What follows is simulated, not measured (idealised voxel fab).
Process module in this document: voxel self aligned contacts
Cross-section cut: width 255 nm, square cells of 5 nm.
Throughout this document, each cross-section is represented as a grid of square cells and is presented as a sequence of bands enumerated from the top downward, where a band comprises one or more rows of cells. It is stipulated that each band's entry specify, in nanometres, the height of the top of the band and then that of its bottom, followed by the materials of the band in left-to-right sequence, each together with its width in nanometres. A single material marked by the word "all across" is understood to fill the band from edge to edge; the word "empty" is understood to denote empty space. The reference from which all heights are counted is 0, the level beneath which the as-received wafer is entirely one material; the lowest band, having no lower bound, proceeds downward and is written after the example "0 nm and below". The width entry "30->40" should be interpreted row by row: the top row of cells in the band takes the first number, the bottom row takes the second number, and the change between adjacent rows is uniform throughout. What does "nothing got changed" mean for a step? It means no cell of the cross-section changed in that step. For the entry "Non-vented voids", the listed items are empty spaces with no open way to the top whose size is 8 cells or more; each item follows the pattern width x height at distance, where distance is from the left edge and all three are in nm. Step line, after settings: the simulator's comment on this step. The setting "overlay nm" may be written on the line of a step. When the step uses a mask, the value reports how far to the right of the planned place the mask lay, and a negative value reports that it lay to the left.
## Planned step list for the process
1. RECEIVE: material Si
2. CONFORMAL_DEP: material SiO2, thk nm 5
3. DIRECTIONAL_DEP: material polySi, thk nm 25
4. DIRECTIONAL_DEP: material SiN, thk nm 25
5. MASKED_ETCH: tone cover, mask id GATE, width nm 30, pitch nm 70, etch materials SiN, depth nm 25, overlay nm 0
6. MASKED_ETCH: tone cover, mask id GATE, width nm 30, pitch nm 70, etch materials polySi, depth nm 25, overlay nm 0
7. CONFORMAL_DEP: material SiN, thk nm 10
8. DIRECTIONAL_ETCH: etch materials SiN, depth nm 10
9. FILL_DEP: material SiO2, thk nm 10
10. CMP: height nm 60
11. DIRECTIONAL_DEP: material aC, thk nm 15
12. PATTERN: tone open, mask id CONTACT, material resist, width nm 50, thk nm 30, overlay nm 0
13. DIRECTIONAL_ETCH: etch materials aC, depth nm 15
14. STRIP: etch materials resist
15. DIRECTIONAL_ETCH: etch materials SiO2, depth nm 60
16. STRIP: etch materials aC
17. CONFORMAL_DEP: material TiN, thk nm 5
18. FILL_DEP: material Ru, thk nm 5
19. CMP: height nm 60
20. CONFORMAL_DEP: material SiCN, thk nm 5
## Cross-section of the incoming wafer, state after step 1
> 0 nm and below | Si all across
> Non-vented voids: none
## Here's the cross-section of the first of our two wafers at the end of the module - it ran as planned
> 65 nm to 60 nm | SiCN all across
> 60 nm to 55 nm | SiO2 100; TiN 20; Ru 10; TiN 20; SiO2 105
> 55 nm to 30 nm | SiO2 65; SiN 50; TiN 5; Ru 10; TiN 5; SiN 50; SiO2 70
> 30 nm to 5 nm | SiO2 65; SiN 10; polySi 30; SiN 10; TiN 5; Ru 10; TiN 5; SiN 10; polySi 30; SiN 10; SiO2 70
> 5 nm to 0 nm | SiO2 115; TiN 20; SiO2 120
> 0 nm and below | Si all across
> Non-vented voids: none
## Now the second wafer, cross-sectioned at the end of the module. Nothing different at the start, nothing different in the plan compared with the first, just one mistake when it was actually run
> 65 nm to 60 nm | SiCN all across
> 60 nm to 55 nm | SiO2 100; TiN 20; Ru 10; TiN 20; SiO2 105
> 55 nm to 30 nm | SiO2 65; SiN 50; TiN 5; Ru 10; TiN 5; SiN 50; SiO2 70
> 30 nm to 25 nm | SiO2 115; TiN 20; SiO2 120
> 25 nm to 0 nm | polySi all across
> 0 nm and below | Si all across
> Non-vented voids: none
Deviation from plan: the intended sequence of steps 2 and 3 was reversed during processing, with each occupying the position of the other
Upon completion, the second wafer contains, in terms of cells, a greater or smaller amount of certain materials than the first wafer: -10 Ru; -40 SiN; -135 SiO2; -10 TiN; +195 polySi
